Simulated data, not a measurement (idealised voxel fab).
Process module in this document: voxel air gaps
Section shown: cut. Width: 295 nm. Cell size: 5 nm, square.
A cross-section is written here as square cells arranged in a grid, and it is given in bands from the top down, each band taking up one or more rows of cells. This entry defines a band. It first specifies the height of the band's top and the height of its bottom in nm, and then specifies the band's materials from left to right, stating each material with its width in nm. The word "everywhere" identifies a single material that fills the band from edge to edge, while the word "air" identifies empty space. Height reference: 0 = level under which incoming wafer is all one material. Lowest band: no bottom, runs on downward, e.g. "0 nm and below". So if you see something like "30 to 40" for the width, read it as the top row of the band sitting at the first number and the bottom row at the second, with every row in between moving by the same amount as the last. Step marked "stayed the same"? Then no cell in the cross-section changed in it. Entry "Closed void listing". Content: empty spaces with no open connection to the top, size 8 cells or greater. Each: width x height at distance. Distance: from left edge. Unit: nm. On each step's line, the part that comes after the settings is the simulator's own comment on the step. overlay nm, on a step with a mask: how far to the right of its planned place the mask lay; to the left if negative.

[Set out below are the planned steps of the process]
1 RECEIVE (material Si)
2 CONFORMAL_DEP (material SiO2; thk nm 15)
3 CONFORMAL_DEP (material SiCN; thk nm 5)
4 DIRECTIONAL_DEP (material SiO2; thk nm 40)
5 PATTERN (tone open; mask id LINES; material resist; width nm 20; pitch nm 45; thk nm 15; overlay nm 0)
6 DIRECTIONAL_ETCH (etch materials SiO2; depth nm 40)
7 STRIP (etch materials resist)
8 CONFORMAL_DEP (material TiN; thk nm 5)
9 FILL_DEP (material Ru; thk nm 10)
10 CMP (height nm 60)
11 EPI (material Ru; thk nm 10)
12 SELECTIVE_ETCH (etch materials SiO2; depth nm 50)
13 CONFORMAL_DEP (material SiCN; thk nm 5)

[Shown in cross-section is the wafer as received, that is, as it stands after step 1]
> 0 nm and below = Si everywhere
> Closed void listing: none

[Module complete - cross-section of the first of two wafers, run according to plan]
> 75 nm to 70 nm = air=55  SiCN=185  air=55
> 70 nm to 60 nm = air=55  SiCN=5  Ru=40  SiCN=5  Ru=40  SiCN=5  Ru=40  SiCN=5  Ru=40  SiCN=5  air=55
> 60 nm to 55 nm = air=55  SiCN=15  TiN=5  Ru=10  TiN=5  SiCN=25  TiN=5  Ru=10  TiN=5  SiCN=25  TiN=5  Ru=10  TiN=5  SiCN=25  TiN=5  Ru=10  TiN=5  SiCN=15  air=55
> 55 nm to 25 nm = air=65  SiCN=5  TiN=5  Ru=10  TiN=5  SiCN=5  air=15  SiCN=5  TiN=5  Ru=10  TiN=5  SiCN=5  air=15  SiCN=5  TiN=5  Ru=10  TiN=5  SiCN=5  air=15  SiCN=5  TiN=5  Ru=10  TiN=5  SiCN=5  air=65
> 25 nm to 20 nm = SiCN=70  TiN=20  SiCN=25  TiN=20  SiCN=25  TiN=20  SiCN=25  TiN=20  SiCN=70
> 20 nm to 15 nm = SiCN everywhere
> 15 nm to 0 nm = SiO2 everywhere
> 0 nm and below = Si everywhere
> Closed void listing: 15 x 30 at 95; 15 x 30 at 140; 15 x 30 at 185

[Cross-sectional view of the second of two wafers upon completion of the module. This wafer shared its starting condition and process plan with the first; one error was made during its execution]
> 75 nm to 70 nm = SiCN everywhere
> 70 nm to 60 nm = Ru everywhere
> 60 nm to 25 nm = Ru=65  TiN=5  SiO2=20  TiN=5  Ru=15  TiN=5  SiO2=20  TiN=5  Ru=15  TiN=5  SiO2=20  TiN=5  Ru=15  TiN=5  SiO2=20  TiN=5  Ru=65
> 25 nm to 20 nm = TiN=70  SiO2=20  TiN=25  SiO2=20  TiN=25  SiO2=20  TiN=25  SiO2=20  TiN=70
> 20 nm to 15 nm = SiCN everywhere
> 15 nm to 0 nm = SiO2 everywhere
> 0 nm and below = Si everywhere
> Closed void listing: none
Where did the run depart from the plan? step 5: run off-plan, actual operation and settings PATTERN (tone cover; mask id LINES; material resist; width nm 20; pitch nm 45; thk nm 15; overlay nm 0)
Once processing is complete, comparing cell counts shows that the second wafer has more or fewer of certain materials than the first: Ru: 243 more, SiCN: 100 fewer, SiO2: 128 more, TiN: 27 more
Closed void count at end of process - first wafer: 3; second wafer: 0.
